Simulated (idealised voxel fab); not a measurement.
Process module name: voxel transistor to metal
In the cross-section labelled cut, the width is 150 nm and each square cell is 5 nm.
Square cells in a grid make up a cross-section in this document, and the grid is given as bands, listed from the top down, each one or more rows of cells.
Heads up on the band format: heights come first, top then bottom, in nm. After that it's the materials left to right, each with its width in nm. A single material flagged "everywhere" fills the whole band edge to edge, and "air" means there's empty space there.
Beneath 0, the wafer as received is one material, and that level is where height counting begins. The lowest band goes on downward without a bottom; it is written like "0..down".
Graded width ("30->40"): value in top row of band = first number; value in bottom row = second number; row-to-row change constant.
What does "no change" mean for a step? It means no cell of the cross-section changed in that step.
The list in "Enclosed void list" covers empty spaces of 8 cells or more that cannot reach the top through any open way, and it gives each as width x height at distance; the distance is from the left edge, and width, height and distance are in nm.
It should be noted that, on the line of a given step, the content following the step's settings is a remark produced by the simulator itself with respect to that step.
"overlay nm" denotes, for a step that has a mask, the displacement of the mask to the right of its planned place, with negative values corresponding to the left.
## Process steps - plan
1,RECEIVE: material Si
2,OXIDIZE: depth nm 5
3,CONFORMAL_DEP: material SiN, thk nm 10
4,PATTERN: tone cover, mask id ACTIVE, material resist, width nm 95, thk nm 20, overlay nm 0
5,DIRECTIONAL_ETCH: etch materials SiN, depth nm 10
6,DIRECTIONAL_ETCH: etch materials SiO2, depth nm 5
7,DIRECTIONAL_ETCH: etch materials Si, depth nm 35
8,STRIP: etch materials resist
9,FILL_DEP: material SiO2, thk nm 5
10,CMP: height nm 10
11,SELECTIVE_ETCH: etch materials SiO2, depth nm 10
12,STRIP: etch materials SiN
13,SELECTIVE_ETCH: etch materials SiO2, depth nm 5
14,OXIDIZE: depth nm 5
15,DIRECTIONAL_DEP: material polySi, thk nm 30
16,DIRECTIONAL_DEP: material SiCN, thk nm 10
17,MASKED_ETCH: tone cover, mask id GATE, width nm 25, etch materials SiCN, depth nm 20, overlay nm 0
18,MASKED_ETCH: tone cover, mask id GATE, width nm 25, etch materials polySi, depth nm 40, overlay nm 0
19,CONFORMAL_DEP: material SiO2, thk nm 5
20,DIRECTIONAL_ETCH: etch materials SiO2, depth nm 5
21,CONFORMAL_DEP: material SiN, thk nm 5
22,DIRECTIONAL_ETCH: etch materials SiN, depth nm 5
23,DIRECTIONAL_ETCH: etch materials SiO2, depth nm 5
24,DIRECTIONAL_ETCH: etch materials Si, depth nm 5
25,EPI: material SiGe, thk nm 10
26,FILL_DEP: material SiO2, thk nm 10
27,CMP: height nm 25
28,STRIP: etch materials polySi
29,SELECTIVE_ETCH: etch materials SiO2, depth nm 5
30,CONFORMAL_DEP: material HfO2, thk nm 5
31,CONFORMAL_DEP: material TiN, thk nm 5
32,FILL_DEP: material W, thk nm 10
33,CMP: height nm 20
34,DIRECTIONAL_DEP: material SiO2, thk nm 15
35,MASKED_ETCH: tone open, mask id CONTACT, width nm 15, pitch nm 70, etch materials SiO2, depth nm 40, overlay nm 0
36,CONFORMAL_DEP: material TiN, thk nm 5
37,FILL_DEP: material Ru, thk nm 10
38,CMP: height nm 35
39,CONFORMAL_DEP: material SiCN, thk nm 5
40,DIRECTIONAL_DEP: material SiO2, thk nm 20
41,PATTERN: tone open, mask id METAL_1, material resist, width nm 15, pitch nm 70, thk nm 15, overlay nm 0
42,DIRECTIONAL_ETCH: etch materials SiO2, depth nm 20
43,DIRECTIONAL_ETCH: etch materials SiCN, depth nm 5
44,STRIP: etch materials resist
45,CONFORMAL_DEP: material TiN, thk nm 5
46,FILL_DEP: material Cu, thk nm 10
47,CMP: height nm 60
48,CONFORMAL_DEP: material SiN, thk nm 5
## The cross-section here shows the wafer as received, i.e. in its state after step 1
- 0..down = Si everywhere
- Enclosed void list: none
## Wafer cross-section at module end: first of two, run to plan
- 65..60 = SiN everywhere
- 60..40 = 30 of SiO2 | 5 of TiN | 5 of Cu | 5 of TiN | 55 of SiO2 | 5 of TiN | 5 of Cu | 5 of TiN | 35 of SiO2
- 40..35 = 30 of SiCN | 15 of TiN | 55 of SiCN | 15 of TiN | 35 of SiCN
- 35..20 = 30 of SiO2 | 5 of TiN | 5 of Ru | 5 of TiN | 55 of SiO2 | 5 of TiN | 5 of Ru | 5 of TiN | 35 of SiO2
- 20..5 = 30 of SiO2 | 5 of TiN | 5 of Ru | 5 of TiN | 5 of SiO2 | 5 of SiN | 5 of HfO2 | 5 of TiN | 15 of W | 5 of TiN | 5 of HfO2 | 5 of SiN | 5 of SiO2 | 5 of TiN | 5 of Ru | 5 of TiN | 35 of SiO2
- 5..0 = 30 of SiO2 | 15 of TiN | 5 of SiO2 | 5 of SiN | 5 of HfO2 | 5 of TiN | 15 of W | 5 of TiN | 5 of HfO2 | 5 of SiN | 5 of SiO2 | 15 of TiN | 35 of SiO2
- 0..-5 = 30 of SiO2 | 10 of TiN | 10 of SiGe | 5 of SiN | 5 of HfO2 | 25 of TiN | 5 of HfO2 | 5 of SiN | 10 of SiGe | 10 of TiN | 35 of SiO2
- -5..-10 = 20 of SiO2 | 30 of SiGe | 5 of SiO2 | 35 of HfO2 | 5 of SiO2 | 30 of SiGe | 25 of SiO2
- -10..-15 = 25 of SiO2 | 25 of SiGe | 45 of Si | 25 of SiGe | 30 of SiO2
- -15..-40 = 25 of SiO2 | 95 of Si | 30 of SiO2
- -40..down = Si everywhere
- Enclosed void list: none
## So this is wafer number two of the two, cut at the end of the module - it started where the first did and had the same plan, we just got one thing wrong running it
- 65..60 = SiN everywhere
- 60..40 = 30 of SiO2 | 5 of TiN | 5 of Cu | 5 of TiN | 55 of SiO2 | 5 of TiN | 5 of Cu | 5 of TiN | 35 of SiO2
- 40..35 = 30 of SiCN | 15 of TiN | 55 of SiCN | 15 of TiN | 35 of SiCN
- 35..20 = W everywhere
- 20..0 = 50 of SiO2 | 5 of SiN | 5 of HfO2 | 5 of TiN | 15 of W | 5 of TiN | 5 of HfO2 | 5 of SiN | 55 of SiO2
- 0..-5 = 40 of SiO2 | 10 of SiGe | 5 of SiN | 5 of HfO2 | 25 of TiN | 5 of HfO2 | 5 of SiN | 10 of SiGe | 45 of SiO2
- -5..-10 = 20 of SiO2 | 30 of SiGe | 5 of SiO2 | 35 of HfO2 | 5 of SiO2 | 30 of SiGe | 25 of SiO2
- -10..-15 = 25 of SiO2 | 25 of SiGe | 45 of Si | 25 of SiGe | 30 of SiO2
- -15..-40 = 25 of SiO2 | 95 of Si | 30 of SiO2
- -40..down = Si everywhere
- Enclosed void list: none
what went wrong: step 34 off recipe, ran as DIRECTIONAL_DEP: material W, thk nm 15
Wrapping up, a cell-based count of both wafers puts the second over or under the first for these materials: 12 fewer of Ru, 44 fewer of SiO2, 34 fewer of TiN, 90 more of W
